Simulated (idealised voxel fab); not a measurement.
process module | voxel self aligned vias
cross-section cut | 185 nm wide | cells 5 nm
A cross-section is a grid of square cells, given in bands from the top down. A band is one or more rows of cells.
Each band's line starts with the height of the band's top and of its bottom, in nm. Then come its materials from left to right, each with its width in nm. One material with "throughout" fills the band from edge to edge. "air" is empty space.
Height 0 is the level under which the wafer as received is all one material. The lowest band goes on downwards, as in "0 down".
A width such as "30 to 40" changes by the same amount from each row of cells to the next, from the band's top row to its bottom row.
"no change" after a step means that no cell of the cross-section changed.
closed voids: empty space of 8 cells or more with no open way to the top, each as width x height at its distance from the left edge, in nm
after a step's settings: what the simulator itself notes on the step
overlay nm, on a step with a mask: how far to the right of its planned place the mask lay; to the left if negative
plan
1 op RECEIVE | material Si
2 op CONFORMAL_DEP | material SiO2 | thk nm 15
3 op CONFORMAL_DEP | material SiCN | thk nm 5
4 op DIRECTIONAL_DEP | material SiO2 | thk nm 20
5 op MASKED_ETCH | tone open | mask id LINES | width nm 25 | pitch nm 50 | etch materials SiO2 | depth nm 20 | overlay nm 0
6 op CONFORMAL_DEP | material TiN | thk nm 5
7 op FILL_DEP | material W | thk nm 10
8 op CMP | height nm 40
9 op SELECTIVE_ETCH | etch materials W Ru TiN | depth nm 5
10 op FILL_DEP | material SiN | thk nm 10
11 op CMP | height nm 40
12 op DIRECTIONAL_DEP | material SiO2 | thk nm 20
13 op MASKED_ETCH | tone open | mask id VIAS | width nm 35 | pitch nm 50 | etch materials SiO2 | depth nm 20 | overlay nm 0
14 op MASKED_ETCH | tone open | mask id VIAS | width nm 35 | pitch nm 50 | etch materials SiN | depth nm 5 | overlay nm 0
15 op CONFORMAL_DEP | material TiN | thk nm 5
16 op FILL_DEP | material Cu | thk nm 10
17 op CMP | height nm 60
18 op CONFORMAL_DEP | material SiCN | thk nm 5
first wafer, as planned
as received, after step 1
  0 down: Si throughout
  closed voids: none
after step 2
  15 to 0: SiO2 throughout
  below 0: unchanged
after step 3
  20 to 15: SiCN throughout
  below 15: unchanged
after step 4
  40 to 20: SiO2 throughout
  below 20: unchanged
after step 5
  40 to 20: SiO2 30 | air 25 | SiO2 25 | air 25 | SiO2 25 | air 25 | SiO2 30
  below 20: unchanged
after step 6
  45 to 40: TiN 35 | air 15 | TiN 35 | air 15 | TiN 35 | air 15 | TiN 35
  40 to 25: SiO2 30 | TiN 5 | air 15 | TiN 5 | SiO2 25 | TiN 5 | air 15 | TiN 5 | SiO2 25 | TiN 5 | air 15 | TiN 5 | SiO2 30
  25 to 20: SiO2 30 | TiN 25 | SiO2 25 | TiN 25 | SiO2 25 | TiN 25 | SiO2 30
  below 20: unchanged
after step 7
  55 to 45: W throughout
  45 to 40: TiN 35 | W 15 | TiN 35 | W 15 | TiN 35 | W 15 | TiN 35
  40 to 25: SiO2 30 | TiN 5 | W 15 | TiN 5 | SiO2 25 | TiN 5 | W 15 | TiN 5 | SiO2 25 | TiN 5 | W 15 | TiN 5 | SiO2 30
  below 25: unchanged
after step 8
  40 to 25: SiO2 30 | TiN 5 | W 15 | TiN 5 | SiO2 25 | TiN 5 | W 15 | TiN 5 | SiO2 25 | TiN 5 | W 15 | TiN 5 | SiO2 30
  below 25: unchanged
after step 9
  40 to 35: SiO2 30 | air 25 | SiO2 25 | air 25 | SiO2 25 | air 25 | SiO2 30
  below 35: unchanged
after step 10
  50 to 40: SiN throughout
  40 to 35: SiO2 30 | SiN 25 | SiO2 25 | SiN 25 | SiO2 25 | SiN 25 | SiO2 30
  below 35: unchanged
after step 11
  40 to 35: SiO2 30 | SiN 25 | SiO2 25 | SiN 25 | SiO2 25 | SiN 25 | SiO2 30
  below 35: unchanged
after step 12
  60 to 40: SiO2 throughout
  below 40: unchanged
after step 13
  60 to 40: SiO2 25 | air 35 | SiO2 15 | air 35 | SiO2 15 | air 35 | SiO2 25
  below 40: unchanged
after step 14
  60 to 40: SiO2 25 | air 35 | SiO2 15 | air 35 | SiO2 15 | air 35 | SiO2 25
  40 to 35: SiO2 30 | air 25 | SiO2 25 | air 25 | SiO2 25 | air 25 | SiO2 30
  below 35: unchanged
after step 15
  65 to 60: TiN 30 | air 25 | TiN 25 | air 25 | TiN 25 | air 25 | TiN 30
  60 to 45: SiO2 25 | TiN 5 | air 25 | TiN 5 | SiO2 15 | TiN 5 | air 25 | TiN 5 | SiO2 15 | TiN 5 | air 25 | TiN 5 | SiO2 25
  45 to 40: SiO2 25 | TiN 10 | air 15 | TiN 10 | SiO2 15 | TiN 10 | air 15 | TiN 10 | SiO2 15 | TiN 10 | air 15 | TiN 10 | SiO2 25
  40 to 35: SiO2 30 | TiN 25 | SiO2 25 | TiN 25 | SiO2 25 | TiN 25 | SiO2 30
  below 35: unchanged
after step 16
  75 to 65: Cu throughout
  65 to 60: TiN 30 | Cu 25 | TiN 25 | Cu 25 | TiN 25 | Cu 25 | TiN 30
  60 to 45: SiO2 25 | TiN 5 | Cu 25 | TiN 5 | SiO2 15 | TiN 5 | Cu 25 | TiN 5 | SiO2 15 | TiN 5 | Cu 25 | TiN 5 | SiO2 25
  45 to 40: SiO2 25 | TiN 10 | Cu 15 | TiN 10 | SiO2 15 | TiN 10 | Cu 15 | TiN 10 | SiO2 15 | TiN 10 | Cu 15 | TiN 10 | SiO2 25
  below 40: unchanged
after step 17
  60 to 45: SiO2 25 | TiN 5 | Cu 25 | TiN 5 | SiO2 15 | TiN 5 | Cu 25 | TiN 5 | SiO2 15 | TiN 5 | Cu 25 | TiN 5 | SiO2 25
  below 45: unchanged
after step 18
  65 to 60: SiCN throughout
  below 60: unchanged
second wafer: like start, like plan, one mistake. Through step 13 it matches the first wafer
when step 14 should have ended
  60 to 40: SiO2 25 | air 35 | SiO2 15 | air 35 | SiO2 15 | air 35 | SiO2 25
  40 to 35: SiO2 30 | air 20 | SiN 5 | SiO2 25 | air 20 | SiN 5 | SiO2 25 | air 20 | SiN 5 | SiO2 30
  below 35: unchanged
when step 15 should have ended
  65 to 60: TiN 30 | air 25 | TiN 25 | air 25 | TiN 25 | air 25 | TiN 30
  60 to 45: SiO2 25 | TiN 5 | air 25 | TiN 5 | SiO2 15 | TiN 5 | air 25 | TiN 5 | SiO2 15 | TiN 5 | air 25 | TiN 5 | SiO2 25
  45 to 40: SiO2 25 | TiN 10 | air 10 | TiN 15 | SiO2 15 | TiN 10 | air 10 | TiN 15 | SiO2 15 | TiN 10 | air 10 | TiN 15 | SiO2 25
  40 to 35: SiO2 30 | TiN 20 | SiN 5 | SiO2 25 | TiN 20 | SiN 5 | SiO2 25 | TiN 20 | SiN 5 | SiO2 30
  below 35: unchanged
when step 16 should have ended
  75 to 65: Cu throughout
  65 to 60: TiN 30 | Cu 25 | TiN 25 | Cu 25 | TiN 25 | Cu 25 | TiN 30
  60 to 45: SiO2 25 | TiN 5 | Cu 25 | TiN 5 | SiO2 15 | TiN 5 | Cu 25 | TiN 5 | SiO2 15 | TiN 5 | Cu 25 | TiN 5 | SiO2 25
  45 to 40: SiO2 25 | TiN 10 | Cu 10 | TiN 15 | SiO2 15 | TiN 10 | Cu 10 | TiN 15 | SiO2 15 | TiN 10 | Cu 10 | TiN 15 | SiO2 25
  below 40: unchanged
when step 17 should have ended
  60 to 45: SiO2 25 | TiN 5 | Cu 25 | TiN 5 | SiO2 15 | TiN 5 | Cu 25 | TiN 5 | SiO2 15 | TiN 5 | Cu 25 | TiN 5 | SiO2 25
  below 45: unchanged
when step 18 should have ended
  65 to 60: SiCN throughout
  below 60: unchanged
what went wrong: step 14 ran as: op MASKED_ETCH | tone open | mask id VIAS | width nm 35 | pitch nm 50 | etch materials SiN | depth nm 5 | overlay nm -10
at the end the second wafer has, in cells: 3 fewer of Cu | 3 more of SiN
